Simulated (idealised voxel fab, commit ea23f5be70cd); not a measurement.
You're looking at the process module voxel wiring stack.
For reference, the cross-section in this document is cut, with width 195 nm and square cells of 5 nm.
We lay out every cross-section as a grid of square cells and spell it out in bands from the top down, where one band means one or more rows of cells.
This entry defines a band. It first specifies the height of the band's top and the height of its bottom in nm, and then specifies the band's materials from left to right, stating each material with its width in nm. The word "all across" identifies a single material that fills the band from edge to edge, while the word "empty" identifies empty space.
Convention: height 0 is the level below which the wafer, as received, is all one material. The lowest band does not terminate at the bottom but continues downward, represented as "from 0 down".
Think of "30 to 40" as a width that walks from the first number to the second as you go down the band, top row to bottom row, taking equal-sized steps from row to row.
Where a step carries "remained unchanged", the cross-section came out of it unchanged, cell for cell.
You'll see "Voids, fully enclosed" listing empty spaces that have no way open to the top, as long as they're 8 cells or more; the notation is width x height at distance, where the distance is from the left edge, and all of it is in nm.
That trailing text on a step's line, after the settings, is the simulator's own remark on the step.
A step's line can hold "overlay nm"; with a mask on that step, the setting says how far right of the planned place the mask lay, while a negative setting says it lay to the left.
These are the steps we planned for the process:
- 1: RECEIVE: material Si
- 2: CONFORMAL_DEP: material SiO2, thk nm 15
- 3: DIRECTIONAL_DEP: material TiN, thk nm 5
- 4: DIRECTIONAL_DEP: material W, thk nm 15
- 5: MASKED_ETCH: tone cover, mask id METAL_1, width nm 30, pitch nm 50, etch materials W, depth nm 15, overlay nm 0
- 6: MASKED_ETCH: tone cover, mask id METAL_1, width nm 30, pitch nm 50, etch materials TiN, depth nm 5, overlay nm 0
- 7: CONFORMAL_DEP: material SiN, thk nm 5
- 8: FILL_DEP: material SiO2, thk nm 5
- 9: CMP: height nm 35
- 10: CONFORMAL_DEP: material SiCN, thk nm 5
- 11: DIRECTIONAL_DEP: material SiO2, thk nm 10
- 12: MASKED_ETCH: tone open, mask id PLUG_1, width nm 15, pitch nm 50, etch materials SiO2, depth nm 10, overlay nm 0
- 13: MASKED_ETCH: tone open, mask id PLUG_1, width nm 15, pitch nm 50, etch materials SiCN, depth nm 5, overlay nm 0
- 14: EPI: material Ru, thk nm 10
- 15: EPI: material Ru, thk nm 5
- 16: CONFORMAL_DEP: material SiN, thk nm 5
- 17: DIRECTIONAL_DEP: material lowk, thk nm 20
- 18: DIRECTIONAL_DEP: material aC, thk nm 15
- 19: PATTERN: tone open, mask id METAL_2, material resist, width nm 30, pitch nm 50, thk nm 35, overlay nm 0
- 20: DIRECTIONAL_ETCH: etch materials aC, depth nm 15
- 21: STRIP: etch materials resist
- 22: DIRECTIONAL_ETCH: etch materials lowk, depth nm 20
- 23: DIRECTIONAL_ETCH: etch materials SiN, depth nm 5
- 24: STRIP: etch materials aC
- 25: CONFORMAL_DEP: material TiN, thk nm 5
- 26: FILL_DEP: material Cu, thk nm 10
- 27: CMP: height nm 75
- 28: EPI: material Ru, thk nm 5
- 29: FILL_DEP: material SiCN, thk nm 5
First of the two wafers, run per plan:
Incoming wafer in cross-section (state: after step 1):
  from 0 down = Si all across
  Voids, fully enclosed: none
Upon completion of step 2, the wafer appears in cross-section as shown:
  from 15 to 0 = SiO2 all across
  Below 0, no change.
Upon completion of step 3, the wafer appears in cross-section as shown:
  from 20 to 15 = TiN all across
  Below 15, no change.
Upon completion of step 4, the wafer appears in cross-section as shown:
  from 35 to 20 = W all across
  Below 20, no change.
Upon completion of step 5, the wafer appears in cross-section as shown:
  from 35 to 20 = empty (30)  W (30)  empty (20)  W (30)  empty (20)  W (30)  empty (35)
  Below 20, no change.
Upon completion of step 6, the wafer appears in cross-section as shown:
  from 35 to 20 = empty (30)  W (30)  empty (20)  W (30)  empty (20)  W (30)  empty (35)
  from 20 to 15 = empty (30)  TiN (30)  empty (20)  TiN (30)  empty (20)  TiN (30)  empty (35)
  Below 15, no change.
Upon completion of step 7, the wafer appears in cross-section as shown:
  from 40 to 35 = empty (25)  SiN (40)  empty (10)  SiN (40)  empty (10)  SiN (40)  empty (30)
  from 35 to 20 = empty (25)  SiN (5)  W (30)  SiN (5)  empty (10)  SiN (5)  W (30)  SiN (5)  empty (10)  SiN (5)  W (30)  SiN (5)  empty (30)
  from 20 to 15 = SiN (30)  TiN (30)  SiN (20)  TiN (30)  SiN (20)  TiN (30)  SiN (35)
  Below 15, no change.
Upon completion of step 8, the wafer appears in cross-section as shown:
  from 45 to 40 = SiO2 all across
  from 40 to 35 = SiO2 (25)  SiN (40)  SiO2 (10)  SiN (40)  SiO2 (10)  SiN (40)  SiO2 (30)
  from 35 to 20 = SiO2 (25)  SiN (5)  W (30)  SiN (5)  SiO2 (10)  SiN (5)  W (30)  SiN (5)  SiO2 (10)  SiN (5)  W (30)  SiN (5)  SiO2 (30)
  Below 20, no change.
Upon completion of step 9, the wafer appears in cross-section as shown:
  from 35 to 20 = SiO2 (25)  SiN (5)  W (30)  SiN (5)  SiO2 (10)  SiN (5)  W (30)  SiN (5)  SiO2 (10)  SiN (5)  W (30)  SiN (5)  SiO2 (30)
  Below 20, no change.
Upon completion of step 10, the wafer appears in cross-section as shown:
  from 40 to 35 = SiCN all across
  Below 35, no change.
Upon completion of step 11, the wafer appears in cross-section as shown:
  from 50 to 40 = SiO2 all across
  Below 40, no change.
Upon completion of step 12, the wafer appears in cross-section as shown:
  from 50 to 40 = SiO2 (30)  empty (15)  SiO2 (35)  empty (15)  SiO2 (35)  empty (15)  SiO2 (50)
  Below 40, no change.
Upon completion of step 13, the wafer appears in cross-section as shown:
  from 50 to 40 = SiO2 (30)  empty (15)  SiO2 (35)  empty (15)  SiO2 (35)  empty (15)  SiO2 (50)
  from 40 to 35 = SiCN (30)  empty (15)  SiCN (35)  empty (15)  SiCN (35)  empty (15)  SiCN (50)
  Below 35, no change.
Upon completion of step 14, the wafer appears in cross-section as shown:
  from 50 to 45 = SiO2 (30)  empty (15)  SiO2 (35)  empty (15)  SiO2 (35)  empty (15)  SiO2 (50)
  from 45 to 40 = SiO2 (30)  Ru (15)  SiO2 (35)  Ru (15)  SiO2 (35)  Ru (15)  SiO2 (50)
  from 40 to 35 = SiCN (30)  Ru (15)  SiCN (35)  Ru (15)  SiCN (35)  Ru (15)  SiCN (50)
  Below 35, no change.
Upon completion of step 15, the wafer appears in cross-section as shown:
  from 50 to 40 = SiO2 (30)  Ru (15)  SiO2 (35)  Ru (15)  SiO2 (35)  Ru (15)  SiO2 (50)
  Below 40, no change.
Upon completion of step 16, the wafer appears in cross-section as shown:
  from 55 to 50 = SiN all across
  Below 50, no change.
Upon completion of step 17, the wafer appears in cross-section as shown:
  from 75 to 55 = lowk all across
  Below 55, no change.
Upon completion of step 18, the wafer appears in cross-section as shown:
  from 90 to 75 = aC all across
  Below 75, no change.
Upon completion of step 19, the wafer appears in cross-section as shown:
  from 125 to 90 = resist (30)  empty (30)  resist (20)  empty (30)  resist (20)  empty (30)  resist (35)
  Below 90, no change.
Upon completion of step 20, the wafer appears in cross-section as shown:
  from 110 to 90 = resist (30)  empty (30)  resist (20)  empty (30)  resist (20)  empty (30)  resist (35)
  from 90 to 75 = aC (30)  empty (30)  aC (20)  empty (30)  aC (20)  empty (30)  aC (35)
  Below 75, no change.
Upon completion of step 21, the wafer appears in cross-section as shown:
  from 90 to 75 = aC (30)  empty (30)  aC (20)  empty (30)  aC (20)  empty (30)  aC (35)
  Below 75, no change.
Upon completion of step 22, the wafer appears in cross-section as shown:
  from 90 to 75 = aC (30)  empty (30)  aC (20)  empty (30)  aC (20)  empty (30)  aC (35)
  from 75 to 55 = lowk (30)  empty (30)  lowk (20)  empty (30)  lowk (20)  empty (30)  lowk (35)
  Below 55, no change.
Upon completion of step 23, the wafer appears in cross-section as shown:
  from 90 to 75 = aC (30)  empty (30)  aC (20)  empty (30)  aC (20)  empty (30)  aC (35)
  from 75 to 55 = lowk (30)  empty (30)  lowk (20)  empty (30)  lowk (20)  empty (30)  lowk (35)
  from 55 to 50 = SiN (30)  empty (30)  SiN (20)  empty (30)  SiN (20)  empty (30)  SiN (35)
  Below 50, no change.
Upon completion of step 24, the wafer appears in cross-section as shown:
  from 75 to 55 = lowk (30)  empty (30)  lowk (20)  empty (30)  lowk (20)  empty (30)  lowk (35)
  Below 55, no change.
Upon completion of step 25, the wafer appears in cross-section as shown:
  from 80 to 75 = TiN (35)  empty (20)  TiN (30)  empty (20)  TiN (30)  empty (20)  TiN (40)
  from 75 to 55 = lowk (30)  TiN (5)  empty (20)  TiN (5)  lowk (20)  TiN (5)  empty (20)  TiN (5)  lowk (20)  TiN (5)  empty (20)  TiN (5)  lowk (35)
  from 55 to 50 = SiN (30)  TiN (30)  SiN (20)  TiN (30)  SiN (20)  TiN (30)  SiN (35)
  Below 50, no change.
Upon completion of step 26, the wafer appears in cross-section as shown:
  from 90 to 80 = Cu all across
  from 80 to 75 = TiN (35)  Cu (20)  TiN (30)  Cu (20)  TiN (30)  Cu (20)  TiN (40)
  from 75 to 55 = lowk (30)  TiN (5)  Cu (20)  TiN (5)  lowk (20)  TiN (5)  Cu (20)  TiN (5)  lowk (20)  TiN (5)  Cu (20)  TiN (5)  lowk (35)
  Below 55, no change.
Upon completion of step 27, the wafer appears in cross-section as shown:
  from 75 to 55 = lowk (30)  TiN (5)  Cu (20)  TiN (5)  lowk (20)  TiN (5)  Cu (20)  TiN (5)  lowk (20)  TiN (5)  Cu (20)  TiN (5)  lowk (35)
  Below 55, no change.
Upon completion of step 28, the wafer appears in cross-section as shown:
  from 80 to 75 = empty (25)  Ru (40)  empty (10)  Ru (40)  empty (10)  Ru (40)  empty (30)
  Below 75, no change.
Upon completion of step 29, the wafer appears in cross-section as shown:
  from 85 to 80 = SiCN all across
  from 80 to 75 = SiCN (25)  Ru (40)  SiCN (10)  Ru (40)  SiCN (10)  Ru (40)  SiCN (30)
  Below 75, no change.
The Second Wafer: Common Origin and Plan, One Mistake in Execution, Identical to the First Through Step 18:
Second wafer, cross-section, planned end of step 19:
  from 125 to 90 = resist (35)  empty (30)  resist (20)  empty (30)  resist (20)  empty (30)  resist (30)
  Below 90, no change.
Second wafer, cross-section, planned end of step 20:
  from 110 to 90 = resist (35)  empty (30)  resist (20)  empty (30)  resist (20)  empty (30)  resist (30)
  from 90 to 75 = aC (35)  empty (30)  aC (20)  empty (30)  aC (20)  empty (30)  aC (30)
  Below 75, no change.
Second wafer, cross-section, planned end of step 21:
  from 90 to 75 = aC (35)  empty (30)  aC (20)  empty (30)  aC (20)  empty (30)  aC (30)
  Below 75, no change.
Second wafer, cross-section, planned end of step 22:
  from 90 to 75 = aC (35)  empty (30)  aC (20)  empty (30)  aC (20)  empty (30)  aC (30)
  from 75 to 55 = lowk (35)  empty (30)  lowk (20)  empty (30)  lowk (20)  empty (30)  lowk (30)
  Below 55, no change.
Second wafer, cross-section, planned end of step 23:
  from 90 to 75 = aC (35)  empty (30)  aC (20)  empty (30)  aC (20)  empty (30)  aC (30)
  from 75 to 55 = lowk (35)  empty (30)  lowk (20)  empty (30)  lowk (20)  empty (30)  lowk (30)
  from 55 to 50 = SiN (35)  empty (30)  SiN (20)  empty (30)  SiN (20)  empty (30)  SiN (30)
  Below 50, no change.
Second wafer, cross-section, planned end of step 24:
  from 75 to 55 = lowk (35)  empty (30)  lowk (20)  empty (30)  lowk (20)  empty (30)  lowk (30)
  Below 55, no change.
Second wafer, cross-section, planned end of step 25:
  from 80 to 75 = TiN (40)  empty (20)  TiN (30)  empty (20)  TiN (30)  empty (20)  TiN (35)
  from 75 to 55 = lowk (35)  TiN (5)  empty (20)  TiN (5)  lowk (20)  TiN (5)  empty (20)  TiN (5)  lowk (20)  TiN (5)  empty (20)  TiN (5)  lowk (30)
  from 55 to 50 = SiN (35)  TiN (30)  SiN (20)  TiN (30)  SiN (20)  TiN (30)  SiN (30)
  Below 50, no change.
Second wafer, cross-section, planned end of step 26:
  from 90 to 80 = Cu all across
  from 80 to 75 = TiN (40)  Cu (20)  TiN (30)  Cu (20)  TiN (30)  Cu (20)  TiN (35)
  from 75 to 55 = lowk (35)  TiN (5)  Cu (20)  TiN (5)  lowk (20)  TiN (5)  Cu (20)  TiN (5)  lowk (20)  TiN (5)  Cu (20)  TiN (5)  lowk (30)
  Below 55, no change.
Second wafer, cross-section, planned end of step 27:
  from 75 to 55 = lowk (35)  TiN (5)  Cu (20)  TiN (5)  lowk (20)  TiN (5)  Cu (20)  TiN (5)  lowk (20)  TiN (5)  Cu (20)  TiN (5)  lowk (30)
  Below 55, no change.
Second wafer, cross-section, planned end of step 28:
  from 80 to 75 = empty (30)  Ru (40)  empty (10)  Ru (40)  empty (10)  Ru (40)  empty (25)
  Below 75, no change.
Second wafer, cross-section, planned end of step 29:
  from 85 to 80 = SiCN all across
  from 80 to 75 = SiCN (30)  Ru (40)  SiCN (10)  Ru (40)  SiCN (10)  Ru (40)  SiCN (25)
  Below 75, no change.
Where did the run depart from the plan? step 19 went in with a setting other than planned; the actual run was PATTERN: tone open, mask id METAL_2, material resist, width nm 30, pitch nm 50, thk nm 35, overlay nm 5
The concluding comparison shows that, measured in cells, each material is equally abundant on both wafers, albeit at different positions.
